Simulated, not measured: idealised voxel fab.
process module | voxel wiring stack
cross-section cut | 280 nm wide | cells 5 nm
A cross-section is a grid of square cells, given in bands from the top down. A band is one or more rows of cells.
Each band's line starts with the height of the band's top and of its bottom, in nm. Then come its materials from left to right, each with its width in nm. One material with "throughout" fills the band from edge to edge. "air" is empty space.
Height 0 is the level under which the wafer as received is all one material. The lowest band goes on downwards, as in "0 down".
A width such as "30 to 40" changes by the same amount from each row of cells to the next, from the band's top row to its bottom row.
"no change" after a step means that no cell of the cross-section changed.
closed voids: empty space of 8 cells or more with no open way to the top, each as width x height at its distance from the left edge, in nm
after a step's settings: what the simulator itself notes on the step
overlay nm, on a step with a mask: how far to the right of its planned place the mask lay; to the left if negative
plan
1 op RECEIVE | material Si
2 op CONFORMAL_DEP | material SiO2 | thk nm 10
3 op CONFORMAL_DEP | material SiCN | thk nm 5
4 op DIRECTIONAL_DEP | material lowk | thk nm 25
5 op DIRECTIONAL_DEP | material aC | thk nm 10
6 op PATTERN | tone open | mask id METAL_1 | material resist | width nm 20 | pitch nm 45 | thk nm 30 | overlay nm 0
7 op DIRECTIONAL_ETCH | etch materials aC | depth nm 10
8 op STRIP | etch materials resist
9 op DIRECTIONAL_ETCH | etch materials lowk | depth nm 25
10 op DIRECTIONAL_ETCH | etch materials SiCN | depth nm 5
11 op STRIP | etch materials aC
12 op CONFORMAL_DEP | material TiN | thk nm 5
13 op FILL_DEP | material W | thk nm 5
14 op CMP | height nm 40
15 op CONFORMAL_DEP | material SiCN | thk nm 5
16 op DIRECTIONAL_DEP | material SiO2 | thk nm 25
17 op DIRECTIONAL_DEP | material aC | thk nm 15
18 op PATTERN | tone open | mask id METAL_2_HOLES | material resist | width nm 15 | thk nm 30 | overlay nm 0
19 op DIRECTIONAL_ETCH | etch materials aC | depth nm 15
20 op STRIP | etch materials resist
21 op DIRECTIONAL_ETCH | etch materials SiO2 | depth nm 25
22 op STRIP | etch materials aC
23 op PATTERN | tone open | mask id METAL_2 | material resist | width nm 30 | pitch nm 45 | thk nm 20 | overlay nm 0
24 op DIRECTIONAL_ETCH | etch materials SiO2 | depth nm 15
25 op DIRECTIONAL_ETCH | etch materials SiCN | depth nm 5
26 op STRIP | etch materials resist
27 op CONFORMAL_DEP | material TiN | thk nm 5
28 op FILL_DEP | material Cu | thk nm 10
29 op CMP | height nm 70
30 op CONFORMAL_DEP | material SiCN | thk nm 5
31 op DIRECTIONAL_DEP | material SiO2 | thk nm 15
32 op MASKED_ETCH | tone open | mask id PLUG_2 | width nm 15 | pitch nm 45 | etch materials SiO2 | depth nm 15 | overlay nm 0
33 op MASKED_ETCH | tone open | mask id PLUG_2 | width nm 15 | pitch nm 45 | etch materials SiCN | depth nm 5 | overlay nm 0
34 op EPI | material Ru | thk nm 10
35 op EPI | material Ru | thk nm 10
36 op DIRECTIONAL_DEP | material TiN | thk nm 5
37 op DIRECTIONAL_DEP | material W | thk nm 20
38 op PATTERN | tone cover | mask id METAL_3 | material resist | width nm 30 | pitch nm 45 | thk nm 15 | overlay nm 0
39 op DIRECTIONAL_ETCH | etch materials W | depth nm 20
40 op DIRECTIONAL_ETCH | etch materials TiN | depth nm 5
41 op STRIP | etch materials resist
42 op CONFORMAL_DEP | material SiCN | thk nm 5
43 op FILL_DEP | material SiO2 | thk nm 5
44 op CMP | height nm 115
45 op CONFORMAL_DEP | material SiCN | thk nm 5
46 op DIRECTIONAL_DEP | material SiO2 | thk nm 10
47 op DIRECTIONAL_DEP | material aC | thk nm 15
48 op PATTERN | tone open | mask id PLUG_3 | material resist | width nm 15 | thk nm 35 | overlay nm 0
49 op DIRECTIONAL_ETCH | etch materials aC | depth nm 15
50 op STRIP | etch materials resist
51 op DIRECTIONAL_ETCH | etch materials SiO2 | depth nm 10
52 op DIRECTIONAL_ETCH | etch materials SiCN | depth nm 5
53 op STRIP | etch materials aC
54 op CONFORMAL_DEP | material TiN | thk nm 5
55 op FILL_DEP | material Ru | thk nm 10
56 op CMP | height nm 130
57 op CONFORMAL_DEP | material SiN | thk nm 5
58 op DIRECTIONAL_DEP | material SiO2 | thk nm 25
59 op DIRECTIONAL_DEP | material aC | thk nm 10
60 op PATTERN | tone open | mask id METAL_4 | material resist | width nm 30 | pitch nm 45 | thk nm 25 | overlay nm 0
61 op DIRECTIONAL_ETCH | etch materials aC | depth nm 10
62 op STRIP | etch materials resist
63 op DIRECTIONAL_ETCH | etch materials SiO2 | depth nm 25
64 op DIRECTIONAL_ETCH | etch materials SiN | depth nm 5
65 op STRIP | etch materials aC
66 op CONFORMAL_DEP | material TiN | thk nm 5
67 op FILL_DEP | material Cu | thk nm 5
68 op CMP | height nm 160
69 op CONFORMAL_DEP | material SiN | thk nm 5
varied across the wafers: width nm of step 6. The plan shows the first wafer's value. All wafers start alike
first wafer as received, after step 1
  0 down: Si throughout
  closed voids: none
first wafer at the end, after step 69
  165 to 160: SiN throughout
  160 to 135: SiO2 100 | TiN 5 | Cu 20 | TiN 5 | SiO2 15 | TiN 5 | Cu 20 | TiN 5 | SiO2 105
  135 to 130: SiN 100 | TiN 30 | SiN 15 | TiN 30 | SiN 105
  130 to 120: SiO2 100 | TiN 5 | Ru 5 | TiN 5 | SiO2 165
  120 to 115: SiCN 100 | TiN 15 | SiCN 165
  115 to 95: SiO2 95 | SiCN 5 | W 30 | SiCN 5 | SiO2 5 | SiCN 5 | W 30 | SiCN 5 | SiO2 100
  95 to 90: SiCN 100 | TiN 30 | SiCN 15 | TiN 30 | SiCN 105
  90 to 75: SiO2 100 | Ru 15 | SiO2 30 | Ru 15 | SiO2 120
  75 to 70: SiCN 100 | Ru 15 | SiCN 30 | Ru 15 | SiCN 120
  70 to 60: SiO2 100 | TiN 5 | Cu 20 | TiN 5 | SiO2 15 | TiN 5 | Cu 20 | TiN 5 | SiO2 105
  60 to 55: SiO2 100 | TiN 5 | Cu 5 | TiN 20 | SiO2 15 | TiN 30 | SiO2 105
  55 to 45: SiO2 100 | TiN 5 | Cu 5 | TiN 5 | SiO2 165
  45 to 40: SiCN 100 | TiN 15 | SiCN 165
  40 to 15: lowk 105 | TiN 5 | W 10 | TiN 5 | lowk 25 | TiN 5 | W 10 | TiN 5 | lowk 110
  15 to 10: SiCN 105 | TiN 20 | SiCN 25 | TiN 20 | SiCN 110
  10 to 0: SiO2 throughout
  0 down: Si throughout
  closed voids: none
last wafer at the end
  165 to 160: SiN throughout
  160 to 135: SiO2 100 | TiN 5 | Cu 20 | TiN 5 | SiO2 15 | TiN 5 | Cu 20 | TiN 5 | SiO2 105
  135 to 130: SiN 100 | TiN 30 | SiN 15 | TiN 30 | SiN 105
  130 to 120: SiO2 100 | TiN 5 | Ru 5 | TiN 5 | SiO2 165
  120 to 115: SiCN 100 | TiN 15 | SiCN 165
  115 to 95: SiO2 95 | SiCN 5 | W 30 | SiCN 5 | SiO2 5 | SiCN 5 | W 30 | SiCN 5 | SiO2 100
  95 to 90: SiCN 100 | TiN 30 | SiCN 15 | TiN 30 | SiCN 105
  90 to 75: SiO2 100 | Ru 15 | SiO2 30 | Ru 15 | SiO2 120
  75 to 70: SiCN 100 | Ru 15 | SiCN 30 | Ru 15 | SiCN 120
  70 to 60: SiO2 100 | TiN 5 | Cu 20 | TiN 5 | SiO2 15 | TiN 5 | Cu 20 | TiN 5 | SiO2 105
  60 to 55: SiO2 100 | TiN 5 | Cu 5 | TiN 20 | SiO2 15 | TiN 30 | SiO2 105
  55 to 45: SiO2 100 | TiN 5 | Cu 5 | TiN 5 | SiO2 165
  45 to 40: SiCN 100 | TiN 15 | SiCN 165
  40 to 15: lowk 100 | TiN 5 | W 20 | TiN 5 | lowk 15 | TiN 5 | W 20 | TiN 5 | lowk 105
  15 to 10: SiCN 100 | TiN 30 | SiCN 15 | TiN 30 | SiCN 105
  10 to 0: SiO2 throughout
  0 down: Si throughout
  closed voids: none
each wafer at the end: cells of each material gained (+) or lost (-) since it was received, then its closed voids
width nm 20 | +59 Cu | +26 Ru | +264 SiCN | +100 SiN | +986 SiO2 | +105 TiN | +68 W | +240 lowk | closed voids: none
width nm 25 | +59 Cu | +26 Ru | +262 SiCN | +100 SiN | +986 SiO2 | +107 TiN | +78 W | +230 lowk | closed voids: none
width nm 30 | +59 Cu | +26 Ru | +260 SiCN | +100 SiN | +986 SiO2 | +109 TiN | +88 W | +220 lowk | closed voids: none
